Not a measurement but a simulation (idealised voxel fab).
Proc. module: voxel transistor to metal
Square cell edge 5 nm, section width 215 nm, ID cut.
Cross-section format: a grid of square cells, given as bands from top to bottom; each band is one or more rows of cells. Quick guide to a band line: top height, bottom height (nm) up front; then every material left to right with its width in nm. Only one material and it's marked "full width"? Then it fills the band edge to edge. And "blank" just means empty space. Height is counted from the level 0, under which the received wafer is composed throughout of one material. The lowest of the bands is not closed at the bottom but continues downward, in the notation "0 -> down". A width given as "30..40" starts at the first number in the band's top row and ends at the second number in its bottom row, shifting by an equal amount at every step from row to row. "changes: none" means the step left every cell of the cross-section as it was. This entry, "Trapped void list", enumerates those empty regions of no fewer than 8 cells that possess no open connection to the top. Each region is reported in the form width x height at distance, the distance being taken from the left edge, with all three quantities expressed in nm. It should be noted that, on the line of a given step, the content following the step's settings is a remark produced by the simulator itself with respect to that step. For masked steps, "overlay nm" on the step line gives how far right of plan the mask actually lay; a minus sign means it lay to the left.

### plan
| 1 | RECEIVE [material Si] |
| 2 | OXIDIZE [depth nm 5] |
| 3 | CONFORMAL_DEP [material SiN] [thk nm 15] |
| 4 | MASKED_ETCH [tone cover] [mask id ACTIVE] [width nm 105] [etch materials SiN] [depth nm 15] [overlay nm 0] |
| 5 | MASKED_ETCH [tone cover] [mask id ACTIVE] [width nm 105] [etch materials SiO2] [depth nm 5] [overlay nm 0] |
| 6 | MASKED_ETCH [tone cover] [mask id ACTIVE] [width nm 105] [etch materials Si] [depth nm 25] [overlay nm 0] |
| 7 | OXIDIZE [depth nm 5] |
| 8 | FILL_DEP [material SiO2] [thk nm 15] |
| 9 | CMP [height nm 15] |
| 10 | SELECTIVE_ETCH [etch materials SiO2] [depth nm 10] |
| 11 | STRIP [etch materials SiN] |
| 12 | SELECTIVE_ETCH [etch materials SiO2] [depth nm 5] |
| 13 | OXIDIZE [depth nm 5] |
| 14 | DIRECTIONAL_DEP [material polySi] [thk nm 25] |
| 15 | DIRECTIONAL_DEP [material SiCN] [thk nm 10] |
| 16 | PATTERN [tone cover] [mask id GATE] [material resist] [width nm 15] [thk nm 15] [overlay nm 0] |
| 17 | DIRECTIONAL_ETCH [etch materials SiCN] [depth nm 20] |
| 18 | DIRECTIONAL_ETCH [etch materials polySi] [depth nm 35] |
| 19 | STRIP [etch materials resist] |
| 20 | CONFORMAL_DEP [material SiO2] [thk nm 5] |
| 21 | DIRECTIONAL_ETCH [etch materials SiO2] [depth nm 5] |
| 22 | CONFORMAL_DEP [material SiN] [thk nm 10] |
| 23 | DIRECTIONAL_ETCH [etch materials SiN] [depth nm 10] |
| 24 | DIRECTIONAL_ETCH [etch materials SiO2] [depth nm 5] |
| 25 | DIRECTIONAL_ETCH [etch materials Si] [depth nm 5] |
| 26 | EPI [material nSi] [thk nm 10] |
| 27 | FILL_DEP [material SiO2] [thk nm 10] |
| 28 | CMP [height nm 30] |
| 29 | DIRECTIONAL_DEP [material SiO2] [thk nm 10] |
| 30 | MASKED_ETCH [tone open] [mask id CONTACT] [width nm 20] [pitch nm 75] [etch materials SiO2] [depth nm 40] [overlay nm 0] |
| 31 | CONFORMAL_DEP [material TiN] [thk nm 5] |
| 32 | FILL_DEP [material W] [thk nm 10] |
| 33 | CMP [height nm 40] |
| 34 | DIRECTIONAL_DEP [material TiN] [thk nm 5] |
| 35 | DIRECTIONAL_DEP [material W] [thk nm 15] |
| 36 | MASKED_ETCH [tone cover] [mask id METAL_1] [width nm 20] [pitch nm 75] [etch materials W] [depth nm 15] [overlay nm 0] |
| 37 | MASKED_ETCH [tone cover] [mask id METAL_1] [width nm 20] [pitch nm 75] [etch materials TiN] [depth nm 5] [overlay nm 0] |
| 38 | CONFORMAL_DEP [material SiN] [thk nm 5] |
| 39 | FILL_DEP [material lowk] [thk nm 10] |
| 40 | CMP [height nm 60] |
| 41 | CONFORMAL_DEP [material SiCN] [thk nm 5] |
| 42 | DIRECTIONAL_DEP [material SiO2] [thk nm 35] |
| 43 | PATTERN [tone open] [mask id METAL_2_HOLES] [material resist] [width nm 15] [pitch nm 75] [thk nm 20] [overlay nm 0] |
| 44 | DIRECTIONAL_ETCH [etch materials SiO2] [depth nm 35] |
| 45 | STRIP [etch materials resist] |
| 46 | DIRECTIONAL_DEP [material aC] [thk nm 15] |
| 47 | PATTERN [tone open] [mask id METAL_2] [material resist] [width nm 20] [pitch nm 75] [thk nm 30] [overlay nm 0] |
| 48 | DIRECTIONAL_ETCH [etch materials aC] [depth nm 15] |
| 49 | STRIP [etch materials resist] |
| 50 | DIRECTIONAL_ETCH [etch materials SiO2] [depth nm 20] |
| 51 | DIRECTIONAL_ETCH [etch materials SiCN] [depth nm 5] |
| 52 | STRIP [etch materials aC] |
| 53 | CONFORMAL_DEP [material TiN] [thk nm 5] |
| 54 | FILL_DEP [material Ru] [thk nm 10] |
| 55 | CMP [height nm 100] |
| 56 | CONFORMAL_DEP [material SiN] [thk nm 5] |

### The cross-section here shows the wafer as received, i.e. in its state after step 1
	0 -> down: Si full width
	Trapped void list: none

### Final wafer profile in cross-section after the module, from the same start and plan as above, with one mistake made during processing
	105 -> 100: SiN full width
	100 -> 85: 70 of Ru, then 5 of TiN, then 5 of SiO2, then 5 of TiN, then 60 of Ru, then 5 of TiN, then 5 of SiO2, then 5 of TiN, then 55 of Ru
	85 -> 80: 65 of TiN, then 5 of Ru, then 5 of TiN, then 5 of SiO2, then 60 of TiN, then 5 of Ru, then 5 of TiN, then 5 of SiO2, then 60 of TiN
	80 -> 70: 60 of SiO2, then 5 of TiN, then 5 of Ru, then 5 of TiN, then 60 of SiO2, then 5 of TiN, then 5 of Ru, then 5 of TiN, then 65 of SiO2
	70 -> 65: 60 of SiO2, then 15 of TiN, then 60 of SiO2, then 15 of TiN, then 65 of SiO2
	65 -> 60: SiCN full width
	60 -> 45: 55 of lowk, then 5 of SiN, then 20 of W, then 5 of SiN, then 45 of lowk, then 5 of SiN, then 20 of W, then 5 of SiN, then 55 of lowk
	45 -> 40: 60 of SiN, then 20 of TiN, then 55 of SiN, then 20 of TiN, then 60 of SiN
	40 -> 30: 60 of SiO2, then 5 of TiN, then 10 of W, then 5 of TiN, then 55 of SiO2, then 5 of TiN, then 10 of W, then 5 of TiN, then 60 of SiO2
	30 -> 20: 60 of SiO2, then 5 of TiN, then 10 of W, then 5 of TiN, then 5 of SiO2, then 10 of SiN, then 5 of SiO2, then 15 of SiCN, then 5 of SiO2, then 10 of SiN, then 5 of SiO2, then 5 of TiN, then 10 of W, then 5 of TiN, then 60 of SiO2
	20 -> 5: 60 of SiO2, then 5 of TiN, then 10 of W, then 5 of TiN, then 5 of SiO2, then 10 of SiN, then 5 of SiO2, then 15 of polySi, then 5 of SiO2, then 10 of SiN, then 5 of SiO2, then 5 of TiN, then 10 of W, then 5 of TiN, then 60 of SiO2
	5 -> 0: 60 of SiO2, then 20 of TiN, then 5 of SiO2, then 10 of SiN, then 5 of SiO2, then 15 of polySi, then 5 of SiO2, then 10 of SiN, then 5 of SiO2, then 20 of TiN, then 60 of SiO2
	0 -> -5: 55 of SiO2, then 10 of SiN, then 20 of nSi, then 10 of SiN, then 5 of SiO2, then 15 of polySi, then 5 of SiO2, then 10 of SiN, then 20 of nSi, then 10 of SiN, then 55 of SiO2
	-5 -> -10: 65 of SiO2, then 20 of nSi, then 45 of SiO2, then 20 of nSi, then 65 of SiO2
	-10 -> -15: 60 of SiO2, then 5 of Si, then 20 of nSi, then 45 of Si, then 20 of nSi, then 5 of Si, then 60 of SiO2
	-15 -> -35: 60 of SiO2, then 95 of Si, then 60 of SiO2
	-35 -> down: Si full width
	Trapped void list: none
Finding, execution versus plan: rather than as planned, step 47 actually ran as PATTERN [tone cover] [mask id METAL_2] [material resist] [width nm 20] [pitch nm 75] [thk nm 30] [overlay nm 0]
